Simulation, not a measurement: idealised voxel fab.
Presented below is a process module, voxel trench capacitor.
In the cross-section labelled cut, the width is 205 nm and each square cell is 5 nm.
Just so we're on the same page, the cross-sections are grids of square cells, and they're listed out in bands top to bottom, each band one or more rows deep. Heights first: top, then bottom, in nm. Then materials, left to right, each with a width in nm. "edge to edge" on a single material: fills the band edge to edge. "empty": empty space. Counting heights begins at 0, where everything beneath is, in the wafer as received, one material. The lowest band has no bottom; it goes on downwards, as "0..down" shows. When a width is written as two numbers, as in "30..40", the first number is the width in the top row of cells of the band and the second is the width in its bottom row, and the width changes by the same amount from each row to the next. No cell of the cross-section changed in a step that is given as "nothing got changed". Reported under the label "Sealed cavities" are the empty spaces having no open way to the top and comprising 8 cells or more; the notation for each is width x height at distance, in which the distance is measured from the left edge and all three values are in nm. Note: text after step settings on the step line = simulator remark on that step. Regarding "overlay nm": on a step with a mask, it is the distance the mask lay to the right of its planned place; a negative value places it to the left.

### Planned step list for the process
- 1: RECEIVE, material Si
- 2: CONFORMAL_DEP, material SiN, thk nm 10
- 3: DIRECTIONAL_DEP, material aC, thk nm 15
- 4: PATTERN, tone open, mask id TRENCH, material resist, width nm 25, pitch nm 50, thk nm 35, overlay nm 0
- 5: DIRECTIONAL_ETCH, etch materials aC, depth nm 15
- 6: STRIP, etch materials resist
- 7: DIRECTIONAL_ETCH, etch materials SiN, depth nm 10
- 8: DIRECTIONAL_ETCH, etch materials Si, depth nm 25
- 9: STRIP, etch materials aC
- 10: CONFORMAL_DEP, material SiO2, thk nm 5
- 11: FILL_DEP, material polySi, thk nm 10
- 12: CMP, height nm 10

### Received-state cross-section, reflecting completion of step 1
* 0..down = Si edge to edge
* Sealed cavities: none

### First of two wafers, end-of-module section, run followed plan
* 10..0 = 40 of SiN  5 of SiO2  15 of polySi  5 of SiO2  25 of SiN  5 of SiO2  15 of polySi  5 of SiO2  25 of SiN  5 of SiO2  15 of polySi  5 of SiO2  40 of SiN
* 0..-20 = 40 of Si  5 of SiO2  15 of polySi  5 of SiO2  25 of Si  5 of SiO2  15 of polySi  5 of SiO2  25 of Si  5 of SiO2  15 of polySi  5 of SiO2  40 of Si
* -20..-25 = 40 of Si  25 of SiO2  25 of Si  25 of SiO2  25 of Si  25 of SiO2  40 of Si
* -25..down = Si edge to edge
* Sealed cavities: none

### Cross-sectional view: second of two wafers, end of module; start and plan identical to the first, one mistake in running
* 10..0 = 35 of polySi  5 of SiO2  25 of SiN  5 of SiO2  15 of polySi  5 of SiO2  25 of SiN  5 of SiO2  15 of polySi  5 of SiO2  25 of SiN  5 of SiO2  35 of polySi
* 0..-20 = 35 of polySi  5 of SiO2  25 of Si  5 of SiO2  15 of polySi  5 of SiO2  25 of Si  5 of SiO2  15 of polySi  5 of SiO2  25 of Si  5 of SiO2  35 of polySi
* -20..-25 = 40 of SiO2  25 of Si  25 of SiO2  25 of Si  25 of SiO2  25 of Si  40 of SiO2
* -25..down = Si edge to edge
* Sealed cavities: none
Nonconformance to the process plan: step 4 ran differently from the plan; actual operation with settings: PATTERN, tone cover, mask id TRENCH, material resist, width nm 25, pitch nm 50, thk nm 35, overlay nm 0
Count the cells at the end and the second wafer has more or fewer of some materials than the first: -55 Si; -22 SiN; +11 SiO2; +66 polySi
